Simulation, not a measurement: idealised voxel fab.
process module | voxel plated lines
cross-section cut | 245 nm wide | cells 5 nm
A cross-section is a grid of square cells, given in bands from the top down. A band is one or more rows of cells.
Each band's line starts with the height of the band's top and of its bottom, in nm. Then come its materials from left to right, each with its width in nm. One material with "throughout" fills the band from edge to edge. "air" is empty space.
Height 0 is the level under which the wafer as received is all one material. The lowest band goes on downwards, as in "0 down".
A width such as "30 to 40" changes by the same amount from each row of cells to the next, from the band's top row to its bottom row.
"no change" after a step means that no cell of the cross-section changed.
closed voids: empty space of 8 cells or more with no open way to the top, each as width x height at its distance from the left edge, in nm
after a step's settings: what the simulator itself notes on the step
overlay nm, on a step with a mask: how far to the right of its planned place the mask lay; to the left if negative
plan
1 op RECEIVE | material Si
2 op CONFORMAL_DEP | material SiO2 | thk nm 10
3 op DIRECTIONAL_DEP | material TiN | thk nm 5
4 op PATTERN | tone open | mask id LINES | material resist | width nm 15 | pitch nm 35 | thk nm 25 | overlay nm 0
5 op EPI | material Ru | thk nm 5
6 op EPI | material Ru | thk nm 10
7 op STRIP | etch materials resist
8 op DIRECTIONAL_ETCH | etch materials TiN | depth nm 5
9 op CONFORMAL_DEP | material SiCN | thk nm 5
first wafer, as planned
as received, after step 1
  0 down: Si throughout
  closed voids: none
after step 2
  10 to 0: SiO2 throughout
  below 0: unchanged
after step 3
  15 to 10: TiN throughout
  below 10: unchanged
after step 4
  40 to 15: resist 95 | air 15 | resist 20 | air 15 | resist 100
  below 15: unchanged
after step 5
  40 to 20: resist 95 | air 15 | resist 20 | air 15 | resist 100
  20 to 15: resist 95 | Ru 15 | resist 20 | Ru 15 | resist 100
  below 15: unchanged
after step 6
  40 to 30: resist 95 | air 15 | resist 20 | air 15 | resist 100
  30 to 15: resist 95 | Ru 15 | resist 20 | Ru 15 | resist 100
  below 15: unchanged
after step 7
  30 to 15: air 95 | Ru 15 | air 20 | Ru 15 | air 100
  below 15: unchanged
after step 8
  30 to 15: air 95 | Ru 15 | air 20 | Ru 15 | air 100
  15 to 10: air 95 | TiN 15 | air 20 | TiN 15 | air 100
  below 10: unchanged
after step 9
  35 to 30: air 90 | SiCN 25 | air 10 | SiCN 25 | air 95
  30 to 15: air 90 | SiCN 5 | Ru 15 | SiCN 5 | air 10 | SiCN 5 | Ru 15 | SiCN 5 | air 95
  15 to 10: SiCN 95 | TiN 15 | SiCN 20 | TiN 15 | SiCN 100
  below 10: unchanged
second wafer: like start, like plan, one mistake. Through step 3 it matches the first wafer
when step 4 should have ended
  40 to 15: resist 85 | air 15 | resist 20 | air 15 | resist 110
  below 15: unchanged
when step 5 should have ended
  40 to 20: resist 85 | air 15 | resist 20 | air 15 | resist 110
  20 to 15: resist 85 | Ru 15 | resist 20 | Ru 15 | resist 110
  below 15: unchanged
when step 6 should have ended
  40 to 30: resist 85 | air 15 | resist 20 | air 15 | resist 110
  30 to 15: resist 85 | Ru 15 | resist 20 | Ru 15 | resist 110
  below 15: unchanged
when step 7 should have ended
  30 to 15: air 85 | Ru 15 | air 20 | Ru 15 | air 110
  below 15: unchanged
when step 8 should have ended
  30 to 15: air 85 | Ru 15 | air 20 | Ru 15 | air 110
  15 to 10: air 85 | TiN 15 | air 20 | TiN 15 | air 110
  below 10: unchanged
when step 9 should have ended
  35 to 30: air 80 | SiCN 25 | air 10 | SiCN 25 | air 105
  30 to 15: air 80 | SiCN 5 | Ru 15 | SiCN 5 | air 10 | SiCN 5 | Ru 15 | SiCN 5 | air 105
  15 to 10: SiCN 85 | TiN 15 | SiCN 20 | TiN 15 | SiCN 110
  below 10: unchanged
what went wrong: step 4 ran as: op PATTERN | tone open | mask id LINES | material resist | width nm 15 | pitch nm 35 | thk nm 25 | overlay nm -10
at the end the second wafer has, in cells: as many of each material as the first, in other places
